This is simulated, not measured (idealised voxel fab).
Herein follows the process module entitled voxel trench capacitor.
The figure presents cross-section cut, which has a width of 175 nm and is divided into square cells with an edge length of 5 nm.
For the purposes of this document, a cross-section shall be understood as a grid of square cells, specified as bands listed in top-to-bottom order, each band consisting of one or more rows of cells. Basically the band line says how high the top is and how high the bottom is, in nm, and then what's in it from left to right, every material with its width in nm. Empty space shows up as "empty", and if a single material carries "full width" it runs the full band edge to edge. Heights are reckoned from 0. Under this level, the received wafer is all of one material. The bottommost band is open-ended downward, for example "0 down". Graded width ("30 to 40"): value in top row of band = first number; value in bottom row = second number; row-to-row change constant. "no change occurred" means the step left every cell of the cross-section as it was. In "Trapped cavities" the enclosed voids are listed, meaning empty spaces of 8 cells or larger without any opening to the top. The form is width x height at distance, distance from the left edge, units nm. The remark found on a step's line after its settings is issued by the simulator itself and pertains to that step. overlay nm: for a step with a mask, the amount by which the mask lay right of where it was planned; a negative amount means left of it.
THESE ARE THE STEPS WE PLANNED FOR THE PROCESS
- 1: RECEIVE with material Si
- 2: CONFORMAL_DEP with material SiN, thk nm 5
- 3: DIRECTIONAL_DEP with material aC, thk nm 15
- 4: PATTERN with tone open, mask id TRENCH, material resist, width nm 30, pitch nm 60, thk nm 35, overlay nm 0
- 5: DIRECTIONAL_ETCH with etch materials aC, depth nm 15
- 6: STRIP with etch materials resist
- 7: DIRECTIONAL_ETCH with etch materials SiN, depth nm 5
- 8: DIRECTIONAL_ETCH with etch materials Si, depth nm 40
- 9: STRIP with etch materials aC
- 10: CONFORMAL_DEP with material HfO2, thk nm 5
- 11: CONFORMAL_DEP with material TiN, thk nm 5
- 12: FILL_DEP with material W, thk nm 5
- 13: CMP with height nm 5
CROSS-SECTION: WAFER ON ARRIVAL = AFTER STEP 1
	0 down = Si full width
	Trapped cavities: none
BELOW IS THE WAFER IN CROSS-SECTION AFTER THE MODULE WAS COMPLETED. IT BEGAN FROM THE STARTING POINT SHOWN ABOVE AND FOLLOWED THE PLAN SHOWN ABOVE, EXCEPT THAT ONE MISTAKE WAS MADE WHILE RUNNING IT
	5 to 0 = 45 of SiN, then 5 of HfO2, then 5 of TiN, then 10 of W, then 5 of TiN, then 5 of HfO2, then 30 of SiN, then 5 of HfO2, then 5 of TiN, then 10 of W, then 5 of TiN, then 5 of HfO2, then 40 of SiN
	0 to -30 = 45 of Si, then 5 of HfO2, then 5 of TiN, then 10 of W, then 5 of TiN, then 5 of HfO2, then 30 of Si, then 5 of HfO2, then 5 of TiN, then 10 of W, then 5 of TiN, then 5 of HfO2, then 40 of Si
	-30 to -35 = 45 of Si, then 5 of HfO2, then 20 of TiN, then 5 of HfO2, then 30 of Si, then 5 of HfO2, then 20 of TiN, then 5 of HfO2, then 40 of Si
	-35 to -40 = 45 of Si, then 30 of HfO2, then 30 of Si, then 30 of HfO2, then 40 of Si
	-40 down = Si full width
	Trapped cavities: none
Here's what went sideways: it should be noted that step 4 was executed with settings other than those planned, the operation and settings actually applied being PATTERN with tone open, mask id TRENCH, material resist, width nm 30, pitch nm 60, thk nm 35, overlay nm 5
